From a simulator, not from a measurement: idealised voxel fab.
The following is a process module called voxel ribs on slabs.
The cross-section on display is named cut; it measures 205 nm wide, and its cells are 5 nm squares.
A cross-section is a grid of square cells, given in bands from the top down. A band is one or more rows of cells. In this notation a band is specified by the heights of its top and bottom, in that order and in nm, after which its materials appear from left to right, each paired with its width in nm. The word "throughout" attached to a single material means that material fills the band from edge to edge; the word "air" stands for empty space. Where do heights start? At 0: under that level the wafer as delivered is made of one material only. And the lowest band has no floor; it just carries on downward, as in "0 -> down". The notation "30..40" denotes a width that varies across the rows of cells in the band, beginning at the first number in the top row, finishing at the second number in the bottom row, and changing by an identical amount from each row to the next. Step marked "nothing was modified"? Then no cell in the cross-section changed in it. You'll see "Voids lacking openings" listing empty spaces that have no way open to the top, as long as they're 8 cells or more; the notation is width x height at distance, where the distance is from the left edge, and all of it is in nm. Text after the settings on a step's line: the simulator's own remark on that step. What "overlay nm" on a step's line means: if the step has a mask, that mask lay this far to the right of its planned place, or, when the value is negative, to the left.

The process steps that were planned are listed below:
1) RECEIVE (material Si)
2) DIRECTIONAL_DEP (material SiO2; thk nm 25)
3) DIRECTIONAL_DEP (material polySi; thk nm 15)
4) DIRECTIONAL_DEP (material aC; thk nm 15)
5) PATTERN (tone cover; mask id RIB; material resist; width nm 25; thk nm 35; overlay nm 0)
6) DIRECTIONAL_ETCH (etch materials aC; depth nm 15)
7) STRIP (etch materials resist)
8) DIRECTIONAL_ETCH (etch materials polySi; depth nm 5)
9) STRIP (etch materials aC)
10) DIRECTIONAL_DEP (material aC; thk nm 15)
11) PATTERN (tone cover; mask id SLAB; material resist; width nm 85; thk nm 30; overlay nm 0)
12) DIRECTIONAL_ETCH (etch materials aC; depth nm 15)
13) STRIP (etch materials resist)
14) DIRECTIONAL_ETCH (etch materials polySi; depth nm 10)
15) STRIP (etch materials aC)
16) FILL_DEP (material SiO2; thk nm 15)
17) CMP (height nm 50)
18) DIRECTIONAL_DEP (material TiN; thk nm 10)
19) DIRECTIONAL_DEP (material aC; thk nm 15)
20) PATTERN (tone cover; mask id HEATER; material resist; width nm 35; thk nm 35; overlay nm 0)
21) DIRECTIONAL_ETCH (etch materials aC; depth nm 15)
22) STRIP (etch materials resist)
23) DIRECTIONAL_ETCH (etch materials TiN; depth nm 10)
24) STRIP (etch materials aC)
25) CONFORMAL_DEP (material SiN; thk nm 10)

Shown in cross-section is the wafer as received, that is, as it stands after step 1:
0 -> down  Si throughout
Voids lacking openings: none

Run as planned - first of the two wafers cross-sectioned at the end of the module:
70 -> 60  air=75 / SiN=55 / air=75
60 -> 50  SiN=85 / TiN=35 / SiN=85
50 -> 40  SiO2 throughout
40 -> 35  SiO2=90 / polySi=25 / SiO2=90
35 -> 25  SiO2=60 / polySi=85 / SiO2=60
25 -> 0  SiO2 throughout
0 -> down  Si throughout
Voids lacking openings: none

Wafer two (of two), end-of-module cross-section: start = wafer one, plan = wafer one, one run mistake:
70 -> 60  air=80 / SiN=45 / air=80
60 -> 50  SiN=90 / TiN=25 / SiN=90
50 -> 40  SiO2 throughout
40 -> 35  SiO2=90 / polySi=25 / SiO2=90
35 -> 25  SiO2=60 / polySi=85 / SiO2=60
25 -> 0  SiO2 throughout
0 -> down  Si throughout
Voids lacking openings: none
Misprocessing identified: step 20 was not run as planned; what actually ran was PATTERN (tone cover; mask id HEATER; material resist; width nm 25; thk nm 35; overlay nm 0)
at the end the second wafer has, in cells: TiN -4
